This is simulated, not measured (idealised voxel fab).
Process module under the name voxel ribs on slabs
Each square cell in cross-section cut measures 5 nm, and the section as a whole is 195 nm wide.
In what follows, cross-sections appear as grids of square cells, described through bands that run from the top down, where every band is one or more rows of cells. What a band's entry tells you: where the top is and where the bottom is, as heights in nm, and after that what lies inside, material by material from left to right, each with its width in nm. Empty space is written as the word "air", and a single material marked with the word "full width" occupies the band from edge to edge. Heads up on the height convention: 0 is the point under which the incoming wafer is all one material, and the lowest band has no bottom, it just keeps going down, like "0 down". A width given as "30..40" starts at the first number in the band's top row and ends at the second number in its bottom row, shifting by an equal amount at every step from row to row. A step reported as "all unchanged" is a step in which no cell of the cross-section changed. What "Encapsulated voids" gives you is every empty space of 8 cells or more that is cut off from the top. Each appears as width x height at distance, with the distance taken from the left edge and width, height and distance all in nm. Anything after a step's settings on that line? It's the simulator's own note about the step. Regarding "overlay nm": on a step with a mask, it is the distance the mask lay to the right of its planned place; a negative value places it to the left.

Planned step list for the process
step 1: RECEIVE (material Si)
step 2: DIRECTIONAL_DEP (material SiO2; thk nm 25)
step 3: DIRECTIONAL_DEP (material polySi; thk nm 15)
step 4: DIRECTIONAL_DEP (material aC; thk nm 15)
step 5: PATTERN (tone cover; mask id RIB; material resist; width nm 15; thk nm 35; overlay nm 0)
step 6: DIRECTIONAL_ETCH (etch materials aC; depth nm 15)
step 7: STRIP (etch materials resist)
step 8: DIRECTIONAL_ETCH (etch materials polySi; depth nm 10)
step 9: STRIP (etch materials aC)
step 10: MASKED_ETCH (tone cover; mask id SLAB; width nm 45; etch materials polySi; depth nm 5; overlay nm 0)
step 11: FILL_DEP (material SiO2; thk nm 20)
step 12: CMP (height nm 50)
step 13: DIRECTIONAL_DEP (material W; thk nm 5)
step 14: PATTERN (tone cover; mask id HEATER; material resist; width nm 25; thk nm 15; overlay nm 0)
step 15: DIRECTIONAL_ETCH (etch materials W; depth nm 5)
step 16: STRIP (etch materials resist)
step 17: CONFORMAL_DEP (material SiN; thk nm 5)

Incoming wafer, cross-sectional view, post step 1
	0 down | Si full width
	Encapsulated voids: none

The module was run from the start shown above using the plan shown above, but one mistake was made doing it; the resulting wafer cross-section is below
	60 to 55 | 80 of air | 35 of SiN | 80 of air
	55 to 50 | 85 of SiN | 25 of W | 85 of SiN
	50 to 40 | SiO2 full width
	40 to 30 | 90 of SiO2 | 15 of polySi | 90 of SiO2
	30 to 25 | 75 of SiO2 | 45 of polySi | 75 of SiO2
	25 to 0 | aC full width
	0 down | Si full width
	Encapsulated voids: none
Run error: step 2 was processed under conditions differing from the plan, specifically as DIRECTIONAL_DEP (material aC; thk nm 25)
